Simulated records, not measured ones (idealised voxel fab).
Presented below is a process module, voxel gate over fins.
Section cut is 165 nm wide and gridded with 5 nm square cells.
Heads up, the way a cross-section reads in here is a grid of square cells, handed over as bands from the top down, with every band being one or more rows of cells.
First you get the band's top height and its bottom height, in nm, and then the materials it's made of, left to right, with each width in nm. If you see a single material with "throughout", that one covers the band edge to edge. "empty" is empty space.
Height reference: 0 = level under which incoming wafer is all one material. Lowest band: no bottom, runs on downward, e.g. "0 and below".
Top row gets the first number, bottom row gets the second, and each row in between changes by the same step: that is how a band width like "30->40" works.
"no modifications" for a step: no cell of the cross-section changed in that step.
The label "Cavities, closed" introduces a list of the empty spaces, 8 cells or larger, that have no open way up to the top; each entry in it reads width x height at distance, where the distance is taken from the left edge and all three are stated in nm.
Where a step's line continues beyond its settings, the continuation is a remark by the simulator itself on that step.
The line of a step may include "overlay nm". On a step with a mask, this value is how far to the right of its planned place the mask lay. A negative value means the mask lay to the left.
-- The planned process steps are enumerated hereunder
1,RECEIVE with material Si
2,CONFORMAL_DEP with material SiN, thk nm 5
3,PATTERN with tone cover, mask id FINS, material resist, width nm 15, pitch nm 45, thk nm 20, overlay nm 0
4,DIRECTIONAL_ETCH with etch materials SiN, depth nm 5
5,DIRECTIONAL_ETCH with etch materials Si, depth nm 30
6,STRIP with etch materials resist
7,FILL_DEP with material SiO2, thk nm 15
8,CMP with height nm 5
9,SELECTIVE_ETCH with etch materials SiO2, depth nm 20
10,STRIP with etch materials SiN
11,CONFORMAL_DEP with material HfO2, thk nm 5
12,CONFORMAL_DEP with material TiN, thk nm 5
13,CONFORMAL_DEP with material TiAl, thk nm 5
14,CONFORMAL_DEP with material TiN, thk nm 5
15,FILL_DEP with material W, thk nm 10
16,CMP with height nm 25
17,CONFORMAL_DEP with material SiCN, thk nm 10
-- The first of a set of two wafers, run to plan
-- Cross-section: wafer on arrival = after step 1
	0 and below | Si throughout
	Cavities, closed: none
-- After step 2, in cross-section
	5 down to 0 | SiN throughout
	Lower than 0, everything is as it was.
-- After step 3, in cross-section
	25 down to 5 | empty (50); resist (15); empty (30); resist (15); empty (55)
	Lower than 5, everything is as it was.
-- After step 4, in cross-section
	25 down to 5 | empty (50); resist (15); empty (30); resist (15); empty (55)
	5 down to 0 | empty (50); SiN (15); empty (30); SiN (15); empty (55)
	Lower than 0, everything is as it was.
-- After step 5, in cross-section
	25 down to 5 | empty (50); resist (15); empty (30); resist (15); empty (55)
	5 down to 0 | empty (50); SiN (15); empty (30); SiN (15); empty (55)
	0 down to -30 | empty (50); Si (15); empty (30); Si (15); empty (55)
	Lower than -30, everything is as it was.
-- After step 6, in cross-section
	5 down to 0 | empty (50); SiN (15); empty (30); SiN (15); empty (55)
	Lower than 0, everything is as it was.
-- After step 7, in cross-section
	20 down to 5 | SiO2 throughout
	5 down to 0 | SiO2 (50); SiN (15); SiO2 (30); SiN (15); SiO2 (55)
	0 down to -30 | SiO2 (50); Si (15); SiO2 (30); Si (15); SiO2 (55)
	Lower than -30, everything is as it was.
-- After step 8, in cross-section
	5 down to 0 | SiO2 (50); SiN (15); SiO2 (30); SiN (15); SiO2 (55)
	Lower than 0, everything is as it was.
-- After step 9, in cross-section
	5 down to 0 | empty (50); SiN (15); empty (30); SiN (15); empty (55)
	0 down to -15 | empty (50); Si (15); empty (30); Si (15); empty (55)
	Lower than -15, everything is as it was.
-- After step 10, in cross-section
	0 down to -15 | empty (50); Si (15); empty (30); Si (15); empty (55)
	Lower than -15, everything is as it was.
-- After step 11, in cross-section
	5 down to 0 | empty (45); HfO2 (25); empty (20); HfO2 (25); empty (50)
	0 down to -10 | empty (45); HfO2 (5); Si (15); HfO2 (5); empty (20); HfO2 (5); Si (15); HfO2 (5); empty (50)
	-10 down to -15 | HfO2 (50); Si (15); HfO2 (30); Si (15); HfO2 (55)
	Lower than -15, everything is as it was.
-- After step 12, in cross-section
	10 down to 5 | empty (40); TiN (35); empty (10); TiN (35); empty (45)
	5 down to 0 | empty (40); TiN (5); HfO2 (25); TiN (5); empty (10); TiN (5); HfO2 (25); TiN (5); empty (45)
	0 down to -5 | empty (40); TiN (5); HfO2 (5); Si (15); HfO2 (5); TiN (5); empty (10); TiN (5); HfO2 (5); Si (15); HfO2 (5); TiN (5); empty (45)
	-5 down to -10 | TiN (45); HfO2 (5); Si (15); HfO2 (5); TiN (20); HfO2 (5); Si (15); HfO2 (5); TiN (50)
	Lower than -10, everything is as it was.
-- After step 13, in cross-section
	15 down to 10 | empty (35); TiAl (90); empty (40)
	10 down to 5 | empty (35); TiAl (5); TiN (35); TiAl (10); TiN (35); TiAl (5); empty (40)
	5 down to 0 | empty (35); TiAl (5); TiN (5); HfO2 (25); TiN (5); TiAl (10); TiN (5); HfO2 (25); TiN (5); TiAl (5); empty (40)
	0 down to -5 | TiAl (40); TiN (5); HfO2 (5); Si (15); HfO2 (5); TiN (5); TiAl (10); TiN (5); HfO2 (5); Si (15); HfO2 (5); TiN (5); TiAl (45)
	Lower than -5, everything is as it was.
-- After step 14, in cross-section
	20 down to 15 | empty (30); TiN (100); empty (35)
	15 down to 10 | empty (30); TiN (5); TiAl (90); TiN (5); empty (35)
	10 down to 5 | empty (30); TiN (5); TiAl (5); TiN (35); TiAl (10); TiN (35); TiAl (5); TiN (5); empty (35)
	5 down to 0 | TiN (35); TiAl (5); TiN (5); HfO2 (25); TiN (5); TiAl (10); TiN (5); HfO2 (25); TiN (5); TiAl (5); TiN (40)
	Lower than 0, everything is as it was.
-- After step 15, in cross-section
	30 down to 20 | W throughout
	20 down to 15 | W (30); TiN (100); W (35)
	15 down to 10 | W (30); TiN (5); TiAl (90); TiN (5); W (35)
	10 down to 5 | W (30); TiN (5); TiAl (5); TiN (35); TiAl (10); TiN (35); TiAl (5); TiN (5); W (35)
	Lower than 5, everything is as it was.
-- After step 16, in cross-section
	25 down to 20 | W throughout
	Lower than 20, everything is as it was.
-- After step 17, in cross-section
	35 down to 25 | SiCN throughout
	Lower than 25, everything is as it was.
-- The Second Wafer: Common Origin and Plan, One Mistake in Execution, Identical to the First Through Step 13
-- What the second wafer looks like in cross-section when step 14 should have wrapped up
	20 down to 15 | empty (30); HfO2 (100); empty (35)
	15 down to 10 | empty (30); HfO2 (5); TiAl (90); HfO2 (5); empty (35)
	10 down to 5 | empty (30); HfO2 (5); TiAl (5); TiN (35); TiAl (10); TiN (35); TiAl (5); HfO2 (5); empty (35)
	5 down to 0 | HfO2 (35); TiAl (5); TiN (5); HfO2 (25); TiN (5); TiAl (10); TiN (5); HfO2 (25); TiN (5); TiAl (5); HfO2 (40)
	Lower than 0, everything is as it was.
-- What the second wafer looks like in cross-section when step 15 should have wrapped up
	30 down to 20 | W throughout
	20 down to 15 | W (30); HfO2 (100); W (35)
	15 down to 10 | W (30); HfO2 (5); TiAl (90); HfO2 (5); W (35)
	10 down to 5 | W (30); HfO2 (5); TiAl (5); TiN (35); TiAl (10); TiN (35); TiAl (5); HfO2 (5); W (35)
	Lower than 5, everything is as it was.
-- What the second wafer looks like in cross-section when step 16 should have wrapped up
	25 down to 20 | W throughout
	Lower than 20, everything is as it was.
-- What the second wafer looks like in cross-section when step 17 should have wrapped up
	35 down to 25 | SiCN throughout
	Lower than 25, everything is as it was.
Nonconformance to the process plan: step 14, actual vs plan mismatch, actual run CONFORMAL_DEP with material HfO2, thk nm 5
Final tally in cells, some materials are higher or lower on the second wafer than on the first: HfO2: 39 more | TiN: 39 fewer
